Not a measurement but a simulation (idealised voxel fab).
Title: Process Module voxel self aligned vias
Square cells of 5 nm make up the cross-section cut, whose width is 300 nm.
The cross-sections in this document take the form of a grid made of square cells. They are written out as bands, in order from top to bottom. Each band consists of one or more rows of cells. Top height, bottom height, nm. Materials left to right, width each, nm. Single material + "throughout" = fills band edge to edge. "air" = empty. Height is counted from the level 0, under which the received wafer is composed throughout of one material. The lowest of the bands is not closed at the bottom but continues downward, in the notation "0 nm and below". The two numbers in a width such as "30 to 40" mark its ends across the band: the first belongs to the top row of cells, the second to the bottom row, and from each row to the next the width moves by the same amount. "no modifications" for a step: no cell of the cross-section changed in that step. Enclosed voids (no open way to top), threshold 8 cells or more, entry "Sealed internal cavities", notation width x height at distance, distance from left edge, nm. Where a step's line continues beyond its settings, the continuation is a remark by the simulator itself on that step. overlay nm: where the mask lay relative to plan, measured to the right, on steps with a mask; negatives go left.
### So here's the lineup of process steps we planned
step 1: RECEIVE, material Si
step 2: CONFORMAL_DEP, material SiO2, thk nm 10
step 3: CONFORMAL_DEP, material SiCN, thk nm 5
step 4: DIRECTIONAL_DEP, material lowk, thk nm 20
step 5: DIRECTIONAL_DEP, material aC, thk nm 15
step 6: PATTERN, tone open, mask id LINES, material resist, width nm 25, pitch nm 50, thk nm 35, overlay nm 0
step 7: DIRECTIONAL_ETCH, etch materials aC, depth nm 15
step 8: STRIP, etch materials resist
step 9: DIRECTIONAL_ETCH, etch materials lowk, depth nm 20
step 10: STRIP, etch materials aC
step 11: CONFORMAL_DEP, material TiN, thk nm 5
step 12: FILL_DEP, material W, thk nm 5
step 13: CMP, height nm 35
step 14: SELECTIVE_ETCH, etch materials W Ru TiN, depth nm 5
step 15: FILL_DEP, material SiN, thk nm 5
step 16: CMP, height nm 35
step 17: DIRECTIONAL_DEP, material lowk, thk nm 15
step 18: DIRECTIONAL_DEP, material aC, thk nm 10
step 19: PATTERN, tone open, mask id VIAS, material resist, width nm 35, thk nm 30, overlay nm 0
step 20: DIRECTIONAL_ETCH, etch materials aC, depth nm 10
step 21: STRIP, etch materials resist
step 22: DIRECTIONAL_ETCH, etch materials lowk, depth nm 15
step 23: DIRECTIONAL_ETCH, etch materials SiN, depth nm 5
step 24: STRIP, etch materials aC
step 25: CONFORMAL_DEP, material TiN, thk nm 5
step 26: FILL_DEP, material Cu, thk nm 5
step 27: CMP, height nm 50
step 28: CONFORMAL_DEP, material SiN, thk nm 5
### Shown in cross-section is the wafer as received, that is, as it stands after step 1
  0 nm and below = Si throughout
  Sealed internal cavities: none
### Same starting wafer, same plan as above, one mistake in the execution; this is the cross-section at the end of the module
  55 nm to 50 nm = SiN throughout
  50 nm to 40 nm = lowk (105) | TiN (5) | Cu (25) | TiN (5) | lowk (160)
  40 nm to 35 nm = lowk (105) | TiN (10) | Cu (15) | TiN (10) | lowk (160)
  35 nm to 30 nm = lowk (110) | TiN (25) | lowk (25) | SiN (25) | lowk (115)
  30 nm to 20 nm = lowk (110) | SiN (5) | W (15) | SiN (5) | lowk (25) | SiN (5) | W (15) | SiN (5) | lowk (115)
  20 nm to 15 nm = lowk (110) | SiN (25) | lowk (25) | SiN (25) | lowk (115)
  15 nm to 10 nm = SiCN throughout
  10 nm to 0 nm = SiO2 throughout
  0 nm and below = Si throughout
  Sealed internal cavities: none
Nonconformance to the process plan: so step 11 ended up running with a different setting than we planned, it ran as CONFORMAL_DEP, material SiN, thk nm 5
